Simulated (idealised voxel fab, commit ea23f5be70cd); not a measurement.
process module | voxel quadruple lines
cross-section cut | 290 nm wide | cells 5 nm
A cross-section is a grid of square cells, given in bands from the top down. A band is one or more rows of cells.
Each band's line starts with the height of the band's top and of its bottom, in nm. Then come its materials from left to right, each with its width in nm. One material with "throughout" fills the band from edge to edge. "air" is empty space.
Height 0 is the level under which the wafer as received is all one material. The lowest band goes on downwards, as in "0 down".
A width such as "30 to 40" changes by the same amount from each row of cells to the next, from the band's top row to its bottom row.
"no change" after a step means that no cell of the cross-section changed.
closed voids: empty space of 8 cells or more with no open way to the top, each as width x height at its distance from the left edge, in nm
after a step's settings: what the simulator itself notes on the step
overlay nm, on a step with a mask: how far to the right of its planned place the mask lay; to the left if negative
plan
1 op RECEIVE | material Si
2 op CONFORMAL_DEP | material Al2O3 | thk nm 10
3 op DIRECTIONAL_DEP | material Ru | thk nm 10
4 op DIRECTIONAL_DEP | material polySi | thk nm 20
5 op DIRECTIONAL_DEP | material aC | thk nm 20
6 op PATTERN | tone cover | mask id MANDREL | material resist | width nm 25 | thk nm 25 | overlay nm 0
7 op DIRECTIONAL_ETCH | etch materials aC | depth nm 20
8 op STRIP | etch materials resist
9 op CONFORMAL_DEP | material SiO2 | thk nm 15
10 op DIRECTIONAL_ETCH | etch materials SiO2 | depth nm 15
11 op STRIP | etch materials aC
12 op DIRECTIONAL_ETCH | etch materials polySi | depth nm 20
13 op STRIP | etch materials SiO2
14 op CONFORMAL_DEP | material SiN | thk nm 5
15 op DIRECTIONAL_ETCH | etch materials SiN | depth nm 5
16 op STRIP | etch materials polySi
17 op DIRECTIONAL_ETCH | etch materials Ru | depth nm 10
18 op STRIP | etch materials SiN
as received, after step 1
  0 down: Si throughout
  closed voids: none
first wafer at the end, as planned
  20 to 10: air 110 | Ru 5 | air 15 | Ru 5 | air 15 | Ru 5 | air 15 | Ru 5 | air 115
  10 to 0: Al2O3 throughout
  0 down: Si throughout
  closed voids: none
second wafer at the end: like start, like plan, one mistake
  20 to 10: air 125 | Ru 5 | air 25 | Ru 5 | air 130
  10 to 0: Al2O3 throughout
  0 down: Si throughout
  closed voids: none
what went wrong: step 6 ran as: op PATTERN | tone open | mask id MANDREL | material resist | width nm 25 | thk nm 25 | overlay nm 0
at the end the second wafer has, in cells: 4 fewer of Ru
